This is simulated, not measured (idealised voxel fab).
The process module that follows is named voxel transistor to metal.
Xsec cut, 205 nm wide, square cell size 5 nm.
Cross-section, as written here: a square-cell grid given band by band from the top down, where a band holds one or more rows of cells.
First you get the band's top height and its bottom height, in nm, and then the materials it's made of, left to right, with each width in nm. If you see a single material with "all across", that one covers the band edge to edge. "blank" is empty space.
Heights are measured from 0, the level below which the as-received wafer is all one material; the lowest band has no bottom and continues downward, written as in "0 nm and below".
A two-number width, for instance "30 to 40", indicates that the width is equal to the first number in the top row of the band and to the second number in the bottom row, and that it changes by a constant amount per row of cells.
When a step is marked "no alteration", none of the cells in the cross-section changed during that step.
"Voids, sealed": sealed empty spaces, 8 cells or more, no open way to top, listed width x height at distance, with distance from the left edge and width, height and distance in nm.
Text after the settings on a step's line: the simulator's own remark on that step.
A step's line can hold "overlay nm"; with a mask on that step, the setting says how far right of the planned place the mask lay, while a negative setting says it lay to the left.

[List of planned process steps]
1: RECEIVE,material Si
2: OXIDIZE,depth nm 5
3: CONFORMAL_DEP,material SiN,thk nm 15
4: DIRECTIONAL_DEP,material aC,thk nm 10
5: PATTERN,tone cover,mask id ACTIVE,material resist,width nm 105,thk nm 25,overlay nm 0
6: DIRECTIONAL_ETCH,etch materials aC,depth nm 10
7: STRIP,etch materials resist
8: DIRECTIONAL_ETCH,etch materials SiN,depth nm 15
9: DIRECTIONAL_ETCH,etch materials SiO2,depth nm 5
10: DIRECTIONAL_ETCH,etch materials Si,depth nm 35
11: STRIP,etch materials aC
12: FILL_DEP,material SiO2,thk nm 15
13: CMP,height nm 15
14: SELECTIVE_ETCH,etch materials SiO2,depth nm 10
15: STRIP,etch materials SiN
16: SELECTIVE_ETCH,etch materials SiO2,depth nm 5
17: OXIDIZE,depth nm 5
18: DIRECTIONAL_DEP,material polySi,thk nm 20
19: DIRECTIONAL_DEP,material SiCN,thk nm 15
20: MASKED_ETCH,tone cover,mask id GATE,width nm 25,etch materials SiCN,depth nm 25,overlay nm 0
21: MASKED_ETCH,tone cover,mask id GATE,width nm 25,etch materials polySi,depth nm 30,overlay nm 0
22: CONFORMAL_DEP,material SiN,thk nm 10
23: DIRECTIONAL_ETCH,etch materials SiN,depth nm 10
24: DIRECTIONAL_ETCH,etch materials SiO2,depth nm 5
25: DIRECTIONAL_ETCH,etch materials Si,depth nm 15
26: EPI,material pSi,thk nm 15
27: FILL_DEP,material SiO2,thk nm 10
28: CMP,height nm 15
29: STRIP,etch materials polySi
30: SELECTIVE_ETCH,etch materials SiO2,depth nm 5
31: CONFORMAL_DEP,material HfO2,thk nm 5
32: CONFORMAL_DEP,material TiN,thk nm 5
33: FILL_DEP,material W,thk nm 5
34: CMP,height nm 10
35: DIRECTIONAL_DEP,material SiO2,thk nm 15
36: MASKED_ETCH,tone open,mask id CONTACT,width nm 15,pitch nm 80,etch materials SiO2,depth nm 20,overlay nm 0
37: CONFORMAL_DEP,material TiN,thk nm 5
38: FILL_DEP,material W,thk nm 5
39: CMP,height nm 25
40: CONFORMAL_DEP,material SiCN,thk nm 5
41: DIRECTIONAL_DEP,material SiO2,thk nm 25
42: DIRECTIONAL_DEP,material aC,thk nm 10
43: PATTERN,tone open,mask id METAL_1,material resist,width nm 15,pitch nm 80,thk nm 30,overlay nm 0
44: DIRECTIONAL_ETCH,etch materials aC,depth nm 10
45: STRIP,etch materials resist
46: DIRECTIONAL_ETCH,etch materials SiO2,depth nm 25
47: DIRECTIONAL_ETCH,etch materials SiCN,depth nm 5
48: STRIP,etch materials aC
49: CONFORMAL_DEP,material TiN,thk nm 5
50: FILL_DEP,material W,thk nm 5
51: CMP,height nm 55
52: EPI,material Ru,thk nm 5
53: FILL_DEP,material SiCN,thk nm 5
For clarity, it should be stated that the wafers under discussion commence in an identical condition and differ with respect to the depth nm of step 16, the plan indicating the value that the first wafer had.

[After step 1, as received: first of several wafers, cross-section]
* 0 nm and below | Si all across
* Voids, sealed: none

[End of module: cross-section of the first of several wafers after step 53, the last step]
* 65 nm to 60 nm | SiCN all across
* 60 nm to 55 nm | 50 nm SiCN | 25 nm Ru | 55 nm SiCN | 25 nm Ru | 50 nm SiCN
* 55 nm to 30 nm | 55 nm SiO2 | 5 nm TiN | 5 nm W | 5 nm TiN | 65 nm SiO2 | 5 nm TiN | 5 nm W | 5 nm TiN | 55 nm SiO2
* 30 nm to 25 nm | 55 nm SiCN | 15 nm TiN | 65 nm SiCN | 15 nm TiN | 55 nm SiCN
* 25 nm to 10 nm | 55 nm SiO2 | 5 nm TiN | 5 nm W | 5 nm TiN | 65 nm SiO2 | 5 nm TiN | 5 nm W | 5 nm TiN | 55 nm SiO2
* 10 nm to 5 nm | 55 nm SiO2 | 15 nm TiN | 10 nm SiO2 | 10 nm SiN | 5 nm HfO2 | 5 nm TiN | 5 nm W | 5 nm TiN | 5 nm HfO2 | 10 nm SiN | 10 nm SiO2 | 15 nm TiN | 55 nm SiO2
* 5 nm to 0 nm | 50 nm SiO2 | 30 nm pSi | 10 nm SiN | 5 nm HfO2 | 5 nm TiN | 5 nm W | 5 nm TiN | 5 nm HfO2 | 10 nm SiN | 30 nm pSi | 50 nm SiO2
* 0 nm to -5 nm | 45 nm SiO2 | 10 nm SiN | 25 nm pSi | 10 nm SiN | 5 nm HfO2 | 15 nm TiN | 5 nm HfO2 | 10 nm SiN | 25 nm pSi | 10 nm SiN | 45 nm SiO2
* -5 nm to -10 nm | 55 nm SiO2 | 25 nm pSi | 5 nm SiO2 | 35 nm HfO2 | 5 nm SiO2 | 25 nm pSi | 55 nm SiO2
* -10 nm to -25 nm | 50 nm SiO2 | 5 nm Si | 25 nm pSi | 45 nm Si | 25 nm pSi | 5 nm Si | 50 nm SiO2
* -25 nm to -40 nm | 50 nm SiO2 | 105 nm Si | 50 nm SiO2
* -40 nm and below | Si all across
* Voids, sealed: none

[Here's the last wafer cross-sectioned at the end of the module]
* 65 nm to 60 nm | SiCN all across
* 60 nm to 55 nm | 50 nm SiCN | 25 nm Ru | 55 nm SiCN | 25 nm Ru | 50 nm SiCN
* 55 nm to 30 nm | 55 nm SiO2 | 5 nm TiN | 5 nm W | 5 nm TiN | 65 nm SiO2 | 5 nm TiN | 5 nm W | 5 nm TiN | 55 nm SiO2
* 30 nm to 25 nm | 55 nm SiCN | 15 nm TiN | 65 nm SiCN | 15 nm TiN | 55 nm SiCN
* 25 nm to 10 nm | 55 nm SiO2 | 5 nm TiN | 5 nm W | 5 nm TiN | 65 nm SiO2 | 5 nm TiN | 5 nm W | 5 nm TiN | 55 nm SiO2
* 10 nm to 5 nm | 55 nm SiO2 | 15 nm TiN | 10 nm SiO2 | 10 nm SiN | 5 nm HfO2 | 5 nm TiN | 5 nm W | 5 nm TiN | 5 nm HfO2 | 10 nm SiN | 10 nm SiO2 | 15 nm TiN | 55 nm SiO2
* 5 nm to 0 nm | 65 nm SiO2 | 15 nm pSi | 10 nm SiN | 5 nm HfO2 | 5 nm TiN | 5 nm W | 5 nm TiN | 5 nm HfO2 | 10 nm SiN | 15 nm pSi | 65 nm SiO2
* 0 nm to -5 nm | 65 nm SiO2 | 15 nm pSi | 10 nm SiN | 5 nm HfO2 | 15 nm TiN | 5 nm HfO2 | 10 nm SiN | 15 nm pSi | 65 nm SiO2
* -5 nm to -10 nm | 40 nm SiO2 | 10 nm SiN | 15 nm SiO2 | 15 nm pSi | 5 nm SiO2 | 35 nm HfO2 | 5 nm SiO2 | 15 nm pSi | 15 nm SiO2 | 10 nm SiN | 40 nm SiO2
* -10 nm to -20 nm | 40 to 30 nm SiO2 | 10 to 20 nm SiN | 5 nm SiO2 | 25 nm pSi | 45 nm Si | 25 nm pSi | 5 nm SiO2 | 10 to 20 nm SiN | 40 to 30 nm SiO2
* -20 nm to -25 nm | 55 nm SiO2 | 25 nm pSi | 45 nm Si | 25 nm pSi | 55 nm SiO2
* -25 nm to -40 nm | 50 nm SiO2 | 105 nm Si | 50 nm SiO2
* -40 nm and below | Si all across
* Voids, sealed: none

[Below: a row per wafer. Contents at end of module: for every material, cells gained since receipt (+) or lost since receipt (-); then closed voids]
depth nm 5, +13 HfO2, +10 Ru, -232 Si, +107 SiCN, +16 SiN, +488 SiO2, +51 TiN, +18 W, +62 pSi, Voids, sealed: none
depth nm 10, +13 HfO2, +10 Ru, -234 Si, +107 SiCN, +16 SiN, +490 SiO2, +51 TiN, +18 W, +62 pSi, Voids, sealed: none
depth nm 15, +13 HfO2, +10 Ru, -236 Si, +107 SiCN, +22 SiN, +494 SiO2, +51 TiN, +18 W, +54 pSi, Voids, sealed: none
depth nm 20, +13 HfO2, +10 Ru, -238 Si, +107 SiCN, +28 SiN, +496 SiO2, +51 TiN, +18 W, +48 pSi, Voids, sealed: none
